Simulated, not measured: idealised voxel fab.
Presented below is a process module, voxel local oxidation.
Pictured: cross-section cut, 220 nm wide, on a grid of 5 nm square cells.
A cross-section in this document is a grid of square cells, and it is written down as bands, the top band listed before the ones below it; a band is made up of one or more rows of cells. What a band's entry tells you: where the top is and where the bottom is, as heights in nm, and after that what lies inside, material by material from left to right, each with its width in nm. Empty space is written as the word "empty", and a single material marked with the word "all across" occupies the band from edge to edge. All heights in this document are referenced to 0, defined as the level beneath which the wafer, as received, consists entirely of one material. The lowest band is not bounded below; it extends indefinitely downward and is written in the form "0 down". A width given as "30->40" starts at the first number in the band's top row and ends at the second number in its bottom row, shifting by an equal amount at every step from row to row. Take "left unchanged" at face value: in the step it is given for, the cross-section changed in none of its cells. Basically, "Closed void listing" tells you about the enclosed voids: empty spaces with no open way to the top, 8 cells or bigger, each written width x height at distance, where distance is from the left edge, all in nm. after a step's settings: what the simulator itself notes on the step. "overlay nm" answers the question of how far to the right of plan the mask lay on a step that has a mask, and when it is negative the answer is to the left.

[Steps in the process plan]
1: RECEIVE [material Si]
2: OXIDIZE [depth nm 5]
3: CONFORMAL_DEP [material SiN] [thk nm 10]
4: DIRECTIONAL_DEP [material aC] [thk nm 10]
5: PATTERN [tone cover] [mask id ACTIVE] [material resist] [width nm 115] [thk nm 25] [overlay nm 0]
6: DIRECTIONAL_ETCH [etch materials aC] [depth nm 10]
7: STRIP [etch materials resist]
8: DIRECTIONAL_ETCH [etch materials SiN] [depth nm 10]
9: STRIP [etch materials aC]
10: SELECTIVE_ETCH [etch materials SiO2] [depth nm 5]
11: OXIDIZE [depth nm 15]
12: STRIP [etch materials SiN]

[Wafer, first of two, run as planned]

[Cross-section: wafer on arrival = after step 1]
    0 down  Si all across
    Closed void listing: none

[Step 2 done - wafer cross-section]
    0 to -5  SiO2 all across
    Rest of section, below -5: as before.

[Step 3 done - wafer cross-section]
    10 to 0  SiN all across
    Rest of section, below 0: as before.

[Step 4 done - wafer cross-section]
    20 to 10  aC all across
    Rest of section, below 10: as before.

[Step 5 done - wafer cross-section]
    45 to 20  empty=50 / resist=115 / empty=55
    Rest of section, below 20: as before.

[Step 6 done - wafer cross-section]
    35 to 20  empty=50 / resist=115 / empty=55
    20 to 10  empty=50 / aC=115 / empty=55
    Rest of section, below 10: as before.

[Step 7 done - wafer cross-section]
    20 to 10  empty=50 / aC=115 / empty=55
    Rest of section, below 10: as before.

[Step 8 done - wafer cross-section]
    20 to 10  empty=50 / aC=115 / empty=55
    10 to 0  empty=50 / SiN=115 / empty=55
    Rest of section, below 0: as before.

[Step 9 done - wafer cross-section]
    10 to 0  empty=50 / SiN=115 / empty=55
    Rest of section, below 0: as before.

[Step 10 done - wafer cross-section]
    10 to 0  empty=50 / SiN=115 / empty=55
    0 to -5  empty=55 / SiO2=105 / empty=60
    Rest of section, below -5: as before.

[Step 11 done - wafer cross-section]
    10 to 0  empty=50 / SiN=115 / empty=55
    0 to -5  empty=55 / SiO2=105 / empty=60
    -5 to -20  SiO2=70 / Si=75 / SiO2=75
    Rest of section, below -20: as before.

[Step 12 done - wafer cross-section]
    0 to -5  empty=55 / SiO2=105 / empty=60
    Rest of section, below -5: as before.

[Wafer two of the pair: same origin, same plan, one error during the run; identical to wafer one up to and including step 4]

[What the second wafer looks like in cross-section when step 5 should have wrapped up]
    45 to 20  resist=50 / empty=115 / resist=55
    Rest of section, below 20: as before.

[What the second wafer looks like in cross-section when step 6 should have wrapped up]
    35 to 20  resist=50 / empty=115 / resist=55
    20 to 10  aC=50 / empty=115 / aC=55
    Rest of section, below 10: as before.

[What the second wafer looks like in cross-section when step 7 should have wrapped up]
    20 to 10  aC=50 / empty=115 / aC=55
    Rest of section, below 10: as before.

[What the second wafer looks like in cross-section when step 8 should have wrapped up]
    20 to 10  aC=50 / empty=115 / aC=55
    10 to 0  SiN=50 / empty=115 / SiN=55
    Rest of section, below 0: as before.

[What the second wafer looks like in cross-section when step 9 should have wrapped up]
    10 to 0  SiN=50 / empty=115 / SiN=55
    Rest of section, below 0: as before.

[What the second wafer looks like in cross-section when step 10 should have wrapped up]
    10 to 0  SiN=50 / empty=115 / SiN=55
    0 to -5  SiO2=45 / empty=125 / SiO2=50
    Rest of section, below -5: as before.

[What the second wafer looks like in cross-section when step 11 should have wrapped up]
    10 to 0  SiN=50 / empty=115 / SiN=55
    0 to -5  SiO2=45 / empty=125 / SiO2=50
    -5 to -20  Si=30 / SiO2=155 / Si=35
    Rest of section, below -20: as before.

[What the second wafer looks like in cross-section when step 12 should have wrapped up]
    0 to -5  SiO2=45 / empty=125 / SiO2=50
    Rest of section, below -5: as before.
what went wrong: step 5: run off-plan, actual operation and settings PATTERN [tone open] [mask id ACTIVE] [material resist] [width nm 115] [thk nm 25] [overlay nm 0]
At the finish, the second wafer shows more or fewer cells for some materials than the first does: 6 fewer of Si | 4 more of SiO2
